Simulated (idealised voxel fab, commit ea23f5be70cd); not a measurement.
The process module that follows is named voxel ribs on slabs.
The cross-section on display is named cut; it measures 160 nm wide, and its cells are 5 nm squares.
Cross-section format: a grid of square cells, given as bands from top to bottom; each band is one or more rows of cells. The entry gives the band's vertical extent as a top height and a bottom height in nm, then its horizontal make-up as materials from left to right, each with a width in nm. "air" stands for empty space; a single material marked "throughout" fills the band edge to edge. Measure heights from 0. That's the level where, below it, the as-received wafer is all one material. The lowest band is bottomless and extends downward; write it as in "0 nm and below". So if you see something like "30..40" for the width, read it as the top row of the band sitting at the first number and the bottom row at the second, with every row in between moving by the same amount as the last. It should be understood that the words "nothing different", when stated for a given step, signify that the cross-section underwent no change in any of its cells during that step. What "Closed void inventory" gives you is every empty space of 8 cells or more that is cut off from the top. Each appears as width x height at distance, with the distance taken from the left edge and width, height and distance all in nm. Where a step's line continues beyond its settings, the continuation is a remark by the simulator itself on that step. overlay nm, on a step with a mask: how far to the right of its planned place the mask lay; to the left if negative.
The steps planned for the process are as follows
1. RECEIVE (material Si)
2. DIRECTIONAL_DEP (material SiO2; thk nm 30)
3. DIRECTIONAL_DEP (material SiN; thk nm 25)
4. PATTERN (tone cover; mask id RIB; material resist; width nm 15; thk nm 15; overlay nm 0)
5. DIRECTIONAL_ETCH (etch materials SiN; depth nm 10)
6. STRIP (etch materials resist)
7. PATTERN (tone cover; mask id SLAB; material resist; width nm 55; thk nm 20; overlay nm 0)
8. DIRECTIONAL_ETCH (etch materials SiN; depth nm 15)
9. STRIP (etch materials resist)
10. FILL_DEP (material SiO2; thk nm 25)
11. CMP (height nm 70)
12. DIRECTIONAL_DEP (material TiN; thk nm 10)
13. MASKED_ETCH (tone cover; mask id HEATER; width nm 25; etch materials TiN; depth nm 10; overlay nm 0)
14. CONFORMAL_DEP (material SiN; thk nm 10)
The first wafer of two, processed as planned
Incoming wafer, cross-sectional view, post step 1
> 0 nm and below | Si throughout
> Closed void inventory: none
Sectional view: wafer, after step 2
> 30 nm to 0 nm | SiO2 throughout
> Lower than 0, everything is as it was.
Sectional view: wafer, after step 3
> 55 nm to 30 nm | SiN throughout
> Lower than 30, everything is as it was.
Sectional view: wafer, after step 4
> 70 nm to 55 nm | air 70 / resist 15 / air 75
> Lower than 55, everything is as it was.
Sectional view: wafer, after step 5
> 70 nm to 55 nm | air 70 / resist 15 / air 75
> 55 nm to 45 nm | air 70 / SiN 15 / air 75
> Lower than 45, everything is as it was.
Sectional view: wafer, after step 6
> 55 nm to 45 nm | air 70 / SiN 15 / air 75
> Lower than 45, everything is as it was.
Sectional view: wafer, after step 7
> 75 nm to 55 nm | air 50 / resist 55 / air 55
> 55 nm to 45 nm | air 50 / resist 20 / SiN 15 / resist 20 / air 55
> Lower than 45, everything is as it was.
Sectional view: wafer, after step 8
> 75 nm to 55 nm | air 50 / resist 55 / air 55
> 55 nm to 45 nm | air 50 / resist 20 / SiN 15 / resist 20 / air 55
> 45 nm to 30 nm | air 50 / SiN 55 / air 55
> Lower than 30, everything is as it was.
Sectional view: wafer, after step 9
> 55 nm to 45 nm | air 70 / SiN 15 / air 75
> Lower than 45, everything is as it was.
Sectional view: wafer, after step 10
> 80 nm to 55 nm | SiO2 throughout
> 55 nm to 45 nm | SiO2 70 / SiN 15 / SiO2 75
> 45 nm to 30 nm | SiO2 50 / SiN 55 / SiO2 55
> Lower than 30, everything is as it was.
Sectional view: wafer, after step 11
> 70 nm to 55 nm | SiO2 throughout
> Lower than 55, everything is as it was.
Sectional view: wafer, after step 12
> 80 nm to 70 nm | TiN throughout
> Lower than 70, everything is as it was.
Sectional view: wafer, after step 13
> 80 nm to 70 nm | air 65 / TiN 25 / air 70
> Lower than 70, everything is as it was.
Sectional view: wafer, after step 14
> 90 nm to 80 nm | air 55 / SiN 45 / air 60
> 80 nm to 70 nm | SiN 65 / TiN 25 / SiN 70
> Lower than 70, everything is as it was.
Second wafer, same starting state and plan as the first, one mistake in the run, identical through step 2
Second wafer, sectioned view, at step 3's planned end time
> 60 nm to 30 nm | SiN throughout
> Lower than 30, everything is as it was.
Second wafer, sectioned view, at step 4's planned end time
> 75 nm to 60 nm | air 70 / resist 15 / air 75
> Lower than 60, everything is as it was.
Second wafer, sectioned view, at step 5's planned end time
> 75 nm to 60 nm | air 70 / resist 15 / air 75
> 60 nm to 50 nm | air 70 / SiN 15 / air 75
> Lower than 50, everything is as it was.
Second wafer, sectioned view, at step 6's planned end time
> 60 nm to 50 nm | air 70 / SiN 15 / air 75
> Lower than 50, everything is as it was.
Second wafer, sectioned view, at step 7's planned end time
> 80 nm to 60 nm | air 50 / resist 55 / air 55
> 60 nm to 50 nm | air 50 / resist 20 / SiN 15 / resist 20 / air 55
> Lower than 50, everything is as it was.
Second wafer, sectioned view, at step 8's planned end time
> 80 nm to 60 nm | air 50 / resist 55 / air 55
> 60 nm to 50 nm | air 50 / resist 20 / SiN 15 / resist 20 / air 55
> 50 nm to 35 nm | air 50 / SiN 55 / air 55
> Lower than 35, everything is as it was.
Second wafer, sectioned view, at step 9's planned end time
> 60 nm to 50 nm | air 70 / SiN 15 / air 75
> Lower than 50, everything is as it was.
Second wafer, sectioned view, at step 10's planned end time
> 85 nm to 60 nm | SiO2 throughout
> 60 nm to 50 nm | SiO2 70 / SiN 15 / SiO2 75
> 50 nm to 35 nm | SiO2 50 / SiN 55 / SiO2 55
> Lower than 35, everything is as it was.
Second wafer, sectioned view, at step 11's planned end time
> 70 nm to 60 nm | SiO2 throughout
> Lower than 60, everything is as it was.
Second wafer, sectioned view, at step 12's planned end time
> 80 nm to 70 nm | TiN throughout
> Lower than 70, everything is as it was.
Second wafer, sectioned view, at step 13's planned end time
> 80 nm to 70 nm | air 65 / TiN 25 / air 70
> Lower than 70, everything is as it was.
Second wafer, sectioned view, at step 14's planned end time
> 90 nm to 80 nm | air 55 / SiN 45 / air 60
> 80 nm to 70 nm | SiN 65 / TiN 25 / SiN 70
> Lower than 70, everything is as it was.
The mistake made against the process plan was this: the process deviated at step 3: the operation and settings actually run there were DIRECTIONAL_DEP (material SiN; thk nm 30)
Final wafer comparison in cells, second versus first, more or fewer per material: +32 SiN | -32 SiO2
